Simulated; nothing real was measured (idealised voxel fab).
Herein follows the process module entitled voxel self aligned contacts.
280 nm wide, 5 nm square cells: that's cross-section cut.
A cross-section in this document is a grid of square cells, and it is written down as bands, the top band listed before the ones below it; a band is made up of one or more rows of cells.
Band: top height; bottom height; in nm. Then, left to right: material with width in nm, for each material. "edge to edge": a single material spanning edge to edge. "empty": empty space.
The reference from which all heights are counted is 0, the level beneath which the as-received wafer is entirely one material; the lowest band, having no lower bound, proceeds downward and is written after the example "0..down".
Note: "30->40" means the width goes from the first number (top row of the band) to the second number (bottom row) in equal steps per row of cells.
The cross-section has no changed cell in any step marked "no alterations made".
Empty spaces without an open route to the top, at least 8 cells in extent, make up the entry "Tabulated closed voids"; each is given as width x height at distance, where the distance is measured from the left edge, and all are in nm.
On each step's line, the part that comes after the settings is the simulator's own comment on the step.
When a step includes a mask, the "overlay nm" setting on its line states how far to the right of its planned place that mask lay, and negative values state how far to the left.

The following list gives the planned process steps:
1) RECEIVE | material Si
2) CONFORMAL_DEP | material SiO2 | thk nm 5
3) DIRECTIONAL_DEP | material polySi | thk nm 20
4) DIRECTIONAL_DEP | material SiN | thk nm 15
5) PATTERN | tone cover | mask id GATE | material resist | width nm 25 | pitch nm 50 | thk nm 20 | overlay nm 0
6) DIRECTIONAL_ETCH | etch materials SiN | depth nm 15
7) DIRECTIONAL_ETCH | etch materials polySi | depth nm 20
8) STRIP | etch materials resist
9) CONFORMAL_DEP | material SiN | thk nm 5
10) DIRECTIONAL_ETCH | etch materials SiN | depth nm 5
11) FILL_DEP | material SiO2 | thk nm 15
12) CMP | height nm 45
13) MASKED_ETCH | tone open | mask id CONTACT | width nm 35 | etch materials SiO2 | depth nm 45 | overlay nm 0
14) CONFORMAL_DEP | material TiN | thk nm 5
15) FILL_DEP | material W | thk nm 10
16) CMP | height nm 45
17) CONFORMAL_DEP | material SiCN | thk nm 5

Wafer cross-section on receipt, i.e. after step 1:
- 0..down = Si edge to edge
- Tabulated closed voids: none

Sectioned view, first of two wafers, at the close of the module, processed as intended in the plan:
- 50..45 = SiCN edge to edge
- 45..40 = 120 SiO2; 15 TiN; 5 W; 15 TiN; 125 SiO2
- 40..25 = 95 SiO2; 35 SiN; 5 TiN; 5 W; 5 TiN; 35 SiN; 100 SiO2
- 25..5 = 95 SiO2; 5 SiN; 25 polySi; 5 SiN; 5 TiN; 5 W; 5 TiN; 5 SiN; 25 polySi; 5 SiN; 100 SiO2
- 5..0 = 130 SiO2; 15 TiN; 135 SiO2
- 0..down = Si edge to edge
- Tabulated closed voids: none

Wafer two cross-section, module end. Start and plan unchanged from wafer one; one mistake made during the run:
- 50..45 = SiCN edge to edge
- 45..35 = 95 SiO2; 35 SiN; 5 TiN; 5 W; 5 TiN; 35 SiN; 100 SiO2
- 35..20 = 95 SiO2; 5 SiN; 25 polySi; 5 SiN; 5 TiN; 5 W; 5 TiN; 5 SiN; 25 polySi; 5 SiN; 100 SiO2
- 20..15 = 95 SiO2; 5 SiN; 25 polySi; 5 SiN; 15 TiN; 5 SiN; 25 polySi; 5 SiN; 100 SiO2
- 15..5 = polySi edge to edge
- 5..0 = SiO2 edge to edge
- 0..down = Si edge to edge
- Tabulated closed voids: none
In executing the process, a mistake was made relative to the plan: rather than as planned, step 3 actually ran as DIRECTIONAL_DEP | material polySi | thk nm 30
Counted in cells at the end, the second wafer holds more or fewer of these materials than the first: 14 fewer of SiN | 85 fewer of SiO2 | 10 fewer of TiN | 3 fewer of W | 112 more of polySi
